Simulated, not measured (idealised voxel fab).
voxel capacitor over wiring: a process module
Pictured: cross-section cut, 300 nm wide, on a grid of 5 nm square cells.
For the purposes of this document, a cross-section shall be understood as a grid of square cells, specified as bands listed in top-to-bottom order, each band consisting of one or more rows of cells.
In this notation a band is specified by the heights of its top and bottom, in that order and in nm, after which its materials appear from left to right, each paired with its width in nm. The word "everywhere" attached to a single material means that material fills the band from edge to edge; the word "empty" stands for empty space.
The level at which height equals 0 is the one under which the wafer, as it arrives, is entirely one material. No lower edge exists for the bottom band, which continues downward and is notated as in "top 0, no bottom".
Width spec "30..40" -> top row of cells at first value, bottom row at second value, equal per-row change in between.
Take "same as before" at face value: in the step it is given for, the cross-section changed in none of its cells.
"Fully sealed voids" means: voids of 8 cells or more that are shut off from the top with no open way through. Written width x height at distance, distance from the left edge, in nm.
It should be noted that, on the line of a given step, the content following the step's settings is a remark produced by the simulator itself with respect to that step.
overlay nm: for a step with a mask, the amount by which the mask lay right of where it was planned; a negative amount means left of it.

Listed below are the process steps as planned:
| 1 | RECEIVE: material Si |
| 2 | CONFORMAL_DEP: material SiO2, thk nm 15 |
| 3 | DIRECTIONAL_DEP: material TiN, thk nm 5 |
| 4 | DIRECTIONAL_DEP: material Ru, thk nm 20 |
| 5 | DIRECTIONAL_DEP: material aC, thk nm 15 |
| 6 | PATTERN: tone cover, mask id METAL_1, material resist, width nm 25, pitch nm 90, thk nm 35, overlay nm 0 |
| 7 | DIRECTIONAL_ETCH: etch materials aC, depth nm 15 |
| 8 | STRIP: etch materials resist |
| 9 | DIRECTIONAL_ETCH: etch materials Ru, depth nm 20 |
| 10 | DIRECTIONAL_ETCH: etch materials TiN, depth nm 5 |
| 11 | STRIP: etch materials aC |
| 12 | FILL_DEP: material lowk, thk nm 10 |
| 13 | CMP: height nm 40 |
| 14 | CONFORMAL_DEP: material SiCN, thk nm 5 |
| 15 | DIRECTIONAL_DEP: material lowk, thk nm 20 |
| 16 | PATTERN: tone open, mask id PLUG_1, material resist, width nm 15, thk nm 20, overlay nm 0 |
| 17 | DIRECTIONAL_ETCH: etch materials lowk, depth nm 20 |
| 18 | DIRECTIONAL_ETCH: etch materials SiCN, depth nm 5 |
| 19 | STRIP: etch materials resist |
| 20 | CONFORMAL_DEP: material TiN, thk nm 5 |
| 21 | FILL_DEP: material W, thk nm 10 |
| 22 | CMP: height nm 65 |
| 23 | DIRECTIONAL_DEP: material TiN, thk nm 5 |
| 24 | DIRECTIONAL_DEP: material Al2O3, thk nm 5 |
| 25 | DIRECTIONAL_DEP: material TiN, thk nm 10 |
| 26 | DIRECTIONAL_DEP: material aC, thk nm 15 |
| 27 | PATTERN: tone cover, mask id UPPER_PLATE, material resist, width nm 70, thk nm 30, overlay nm 0 |
| 28 | DIRECTIONAL_ETCH: etch materials aC, depth nm 15 |
| 29 | STRIP: etch materials resist |
| 30 | DIRECTIONAL_ETCH: etch materials TiN, depth nm 10 |
| 31 | DIRECTIONAL_ETCH: etch materials Al2O3, depth nm 5 |
| 32 | STRIP: etch materials aC |
| 33 | MASKED_ETCH: tone cover, mask id LOWER_PLATE, width nm 80, etch materials TiN, depth nm 5, overlay nm 0 |
| 34 | FILL_DEP: material SiO2, thk nm 20 |
| 35 | CMP: height nm 100 |
| 36 | PATTERN: tone open, mask id PLUG_2, material resist, width nm 15, thk nm 20, overlay nm 0 |
| 37 | DIRECTIONAL_ETCH: etch materials SiO2, depth nm 15 |
| 38 | STRIP: etch materials resist |
| 39 | CONFORMAL_DEP: material TiN, thk nm 5 |
| 40 | FILL_DEP: material Ru, thk nm 5 |
| 41 | CMP: height nm 100 |
| 42 | CONFORMAL_DEP: material SiN, thk nm 5 |

The cross-section here shows the wafer as received, i.e. in its state after step 1:
top 0, no bottom | Si everywhere
Fully sealed voids: none

Cross-section, end of module. Start: as above. Plan: as above. Execution: one mistake:
top 105, bottom 100 | SiN everywhere
top 100, bottom 90 | 110 SiO2; 5 TiN; 5 Ru; 5 TiN; 175 SiO2
top 90, bottom 85 | 110 SiO2; 15 TiN; 175 SiO2
top 85, bottom 75 | 100 SiO2; 70 TiN; 130 SiO2
top 75, bottom 70 | 100 SiO2; 70 Al2O3; 130 SiO2
top 70, bottom 65 | 95 SiO2; 80 TiN; 125 SiO2
top 65, bottom 45 | 100 lowk; 5 TiN; 5 W; 5 TiN; 185 lowk
top 45, bottom 40 | 100 SiCN; 15 TiN; 185 SiCN
top 40, bottom 35 | 90 lowk; 25 Ru; 65 lowk; 25 Ru; 95 lowk
top 35, bottom 30 | 90 lowk; 25 TiN; 65 lowk; 25 TiN; 95 lowk
top 30, bottom 0 | SiO2 everywhere
top 0, no bottom | Si everywhere
Fully sealed voids: none
The plan and the run diverged here: plan step 2 ran twice
